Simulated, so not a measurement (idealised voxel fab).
voxel plated lines: a process module
It is cross-section cut that appears here, measuring 215 nm in width, its square cells being 5 nm in size.
A cross-section is a grid of square cells, given in bands from the top down. A band is one or more rows of cells. What a band's entry tells you: where the top is and where the bottom is, as heights in nm, and after that what lies inside, material by material from left to right, each with its width in nm. Empty space is written as the word "air", and a single material marked with the word "full width" occupies the band from edge to edge. Zero point of the height axis is 0; under it, received wafer = one material. Lowest band: continues down indefinitely, "top 0, no bottom". It should be noted that a width expressed as "30->40" varies in equal increments from row to row of cells within the band, taking the value of the first number at the top row and that of the second number at the bottom row. Where the words "remains unaltered" appear for a step, the cross-section shows no cell changed by that step; every cell remained as before. Reported under the label "Voids, enclosed" are the empty spaces having no open way to the top and comprising 8 cells or more; the notation for each is width x height at distance, in which the distance is measured from the left edge and all three values are in nm. Formally, on a step line, whatever follows the settings is a remark that the simulator itself makes on the step. You can add "overlay nm" to a step's line. For a step with a mask, it describes how far the mask lay to the right of its planned position, and a negative number describes a lay to the left.
# Steps planned for the process
1: RECEIVE with material Si
2: CONFORMAL_DEP with material SiO2, thk nm 5
3: DIRECTIONAL_DEP with material TiN, thk nm 5
4: PATTERN with tone open, mask id LINES, material resist, width nm 30, pitch nm 60, thk nm 35, overlay nm 0
5: EPI with material Ru, thk nm 10
6: EPI with material Ru, thk nm 5
7: EPI with material Ru, thk nm 10
8: STRIP with etch materials resist
9: DIRECTIONAL_ETCH with etch materials TiN, depth nm 5
10: CONFORMAL_DEP with material SiCN, thk nm 5
# Incoming wafer, cross-sectional view, post step 1
- top 0, no bottom: Si full width
- Voids, enclosed: none
# Looking at the first of two wafers in cross-section at end of module - ran to plan
- top 40, bottom 35: 55 nm air | 40 nm SiCN | 20 nm air | 40 nm SiCN | 60 nm air
- top 35, bottom 10: 55 nm air | 5 nm SiCN | 30 nm Ru | 5 nm SiCN | 20 nm air | 5 nm SiCN | 30 nm Ru | 5 nm SiCN | 60 nm air
- top 10, bottom 5: 60 nm SiCN | 30 nm TiN | 30 nm SiCN | 30 nm TiN | 65 nm SiCN
- top 5, bottom 0: SiO2 full width
- top 0, no bottom: Si full width
- Voids, enclosed: none
# Now the second wafer, cross-sectioned at the end of the module. Nothing different at the start, nothing different in the plan compared with the first, just one mistake when it was actually run
- top 40, bottom 35: 60 nm air | 30 nm SiCN | 30 nm air | 30 nm SiCN | 65 nm air
- top 35, bottom 10: 60 nm air | 5 nm SiCN | 20 nm Ru | 5 nm SiCN | 30 nm air | 5 nm SiCN | 20 nm Ru | 5 nm SiCN | 65 nm air
- top 10, bottom 5: 65 nm SiCN | 20 nm TiN | 40 nm SiCN | 20 nm TiN | 70 nm SiCN
- top 5, bottom 0: SiO2 full width
- top 0, no bottom: Si full width
- Voids, enclosed: none
Misprocessing identified: contrary to plan, step 4 was performed as PATTERN with tone open, mask id LINES, material resist, width nm 20, pitch nm 60, thk nm 35, overlay nm 0
Upon completion, the second wafer contains, in terms of cells, a greater or smaller amount of certain materials than the first wafer: 20 fewer of Ru; 4 fewer of TiN
